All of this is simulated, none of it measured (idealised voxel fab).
Process module under the name voxel tone inversion
200 nm wide, 5 nm square cells: that's cross-section cut.
Format of a cross-section: grid, square cells. Given as bands. Order: top down. Band: one or more rows of cells.
Read a band's entry like this: the first values are the height of its top and the height of its bottom in nm, and what follows is the sequence of materials from left to right, each with its width in nm. Note that "empty" is empty space, and that a single material marked "all across" reaches across the band from edge to edge.
Height is counted from the level 0, under which the received wafer is composed throughout of one material. The lowest of the bands is not closed at the bottom but continues downward, in the notation "0 down".
Think of "30->40" as a width that walks from the first number to the second as you go down the band, top row to bottom row, taking equal-sized steps from row to row.
You'll sometimes find "no alterations made" written for a step, and that's the way of saying that nowhere in the cross-section did a cell change during that step.
In the "Cavities, closed" entry, you get each enclosed empty space of 8 cells or more, one with no open way to the top, written width x height at distance, distance from the left edge, in nm.
Step line, after settings: the simulator's comment on this step.
"overlay nm", when on a step's line for a step with a mask, measures how far to the right of its planned place the mask lay; a negative measure means to the left.
The steps planned for the process are as follows
1 RECEIVE [material Si]
2 CONFORMAL_DEP [material SiN] [thk nm 5]
3 DIRECTIONAL_DEP [material aC] [thk nm 20]
4 PATTERN [tone cover] [mask id POSTS] [material resist] [width nm 20] [pitch nm 35] [thk nm 30] [overlay nm 0]
5 DIRECTIONAL_ETCH [etch materials aC] [depth nm 20]
6 STRIP [etch materials resist]
7 FILL_DEP [material SiO2] [thk nm 10]
8 CMP [height nm 25]
9 STRIP [etch materials aC]
10 CONFORMAL_DEP [material TiN] [thk nm 5]
11 FILL_DEP [material W] [thk nm 10]
12 CMP [height nm 25]
13 CONFORMAL_DEP [material SiCN] [thk nm 5]
The first of two wafers, run as planned
Here's what the wafer looked like in cross-section when it arrived - that's after step 1
- 0 down | Si all across
- Cavities, closed: none
Cross-section: wafer state after step 2
- 5 to 0 | SiN all across
- Below 0, the layers are the same as they were.
Cross-section: wafer state after step 3
- 25 to 5 | aC all across
- Below 5, the layers are the same as they were.
Cross-section: wafer state after step 4
- 55 to 25 | empty: 55 / resist: 20 / empty: 15 / resist: 20 / empty: 15 / resist: 20 / empty: 55
- Below 25, the layers are the same as they were.
Cross-section: wafer state after step 5
- 35 to 25 | empty: 55 / resist: 20 / empty: 15 / resist: 20 / empty: 15 / resist: 20 / empty: 55
- 25 to 5 | empty: 55 / aC: 20 / empty: 15 / aC: 20 / empty: 15 / aC: 20 / empty: 55
- Below 5, the layers are the same as they were.
Cross-section: wafer state after step 6
- 25 to 5 | empty: 55 / aC: 20 / empty: 15 / aC: 20 / empty: 15 / aC: 20 / empty: 55
- Below 5, the layers are the same as they were.
Cross-section: wafer state after step 7
- 35 to 25 | SiO2 all across
- 25 to 5 | SiO2: 55 / aC: 20 / SiO2: 15 / aC: 20 / SiO2: 15 / aC: 20 / SiO2: 55
- Below 5, the layers are the same as they were.
Cross-section: wafer state after step 8
- 25 to 5 | SiO2: 55 / aC: 20 / SiO2: 15 / aC: 20 / SiO2: 15 / aC: 20 / SiO2: 55
- Below 5, the layers are the same as they were.
Cross-section: wafer state after step 9
- 25 to 5 | SiO2: 55 / empty: 20 / SiO2: 15 / empty: 20 / SiO2: 15 / empty: 20 / SiO2: 55
- Below 5, the layers are the same as they were.
Cross-section: wafer state after step 10
- 30 to 25 | TiN: 60 / empty: 10 / TiN: 25 / empty: 10 / TiN: 25 / empty: 10 / TiN: 60
- 25 to 10 | SiO2: 55 / TiN: 5 / empty: 10 / TiN: 5 / SiO2: 15 / TiN: 5 / empty: 10 / TiN: 5 / SiO2: 15 / TiN: 5 / empty: 10 / TiN: 5 / SiO2: 55
- 10 to 5 | SiO2: 55 / TiN: 20 / SiO2: 15 / TiN: 20 / SiO2: 15 / TiN: 20 / SiO2: 55
- Below 5, the layers are the same as they were.
Cross-section: wafer state after step 11
- 40 to 30 | W all across
- 30 to 25 | TiN: 60 / W: 10 / TiN: 25 / W: 10 / TiN: 25 / W: 10 / TiN: 60
- 25 to 10 | SiO2: 55 / TiN: 5 / W: 10 / TiN: 5 / SiO2: 15 / TiN: 5 / W: 10 / TiN: 5 / SiO2: 15 / TiN: 5 / W: 10 / TiN: 5 / SiO2: 55
- Below 10, the layers are the same as they were.
Cross-section: wafer state after step 12
- 25 to 10 | SiO2: 55 / TiN: 5 / W: 10 / TiN: 5 / SiO2: 15 / TiN: 5 / W: 10 / TiN: 5 / SiO2: 15 / TiN: 5 / W: 10 / TiN: 5 / SiO2: 55
- Below 10, the layers are the same as they were.
Cross-section: wafer state after step 13
- 30 to 25 | SiCN all across
- Below 25, the layers are the same as they were.
Second wafer. Start and plan as for the first. One mistake made in running. Agrees with the first up to and including step 1
X-section, second wafer, when step 2 was due to finish
- 20 to 0 | aC all across
- Below 0, the layers are the same as they were.
X-section, second wafer, when step 3 was due to finish
- 25 to 20 | SiN all across
- Below 20, the layers are the same as they were.
X-section, second wafer, when step 4 was due to finish
- 55 to 25 | empty: 55 / resist: 20 / empty: 15 / resist: 20 / empty: 15 / resist: 20 / empty: 55
- Below 25, the layers are the same as they were.
X-section, second wafer, when step 5 was due to finish
- 35 to 25 | empty: 55 / resist: 20 / empty: 15 / resist: 20 / empty: 15 / resist: 20 / empty: 55
- Below 25, the layers are the same as they were.
X-section, second wafer, when step 6 was due to finish
- 25 to 20 | SiN all across
- Below 20, the layers are the same as they were.
X-section, second wafer, when step 7 was due to finish
- 35 to 25 | SiO2 all across
- Below 25, the layers are the same as they were.
X-section, second wafer, when step 8 was due to finish
- 25 to 20 | SiN all across
- Below 20, the layers are the same as they were.
X-section, second wafer, when step 9 was due to finish: no alterations made
X-section, second wafer, when step 10 was due to finish
- 30 to 25 | TiN all across
- Below 25, the layers are the same as they were.
X-section, second wafer, when step 11 was due to finish
- 40 to 30 | W all across
- Below 30, the layers are the same as they were.
X-section, second wafer, when step 12 was due to finish
- 25 to 20 | SiN all across
- Below 20, the layers are the same as they were.
X-section, second wafer, when step 13 was due to finish
- 30 to 25 | SiCN all across
- Below 25, the layers are the same as they were.
Here's what went sideways: order of steps 2 and 3 inverted relative to the plan
Heads up, by the end the second wafer has more or fewer cells of some materials compared to the first: 112 fewer of SiO2, 30 fewer of TiN, 18 fewer of W, 160 more of aC
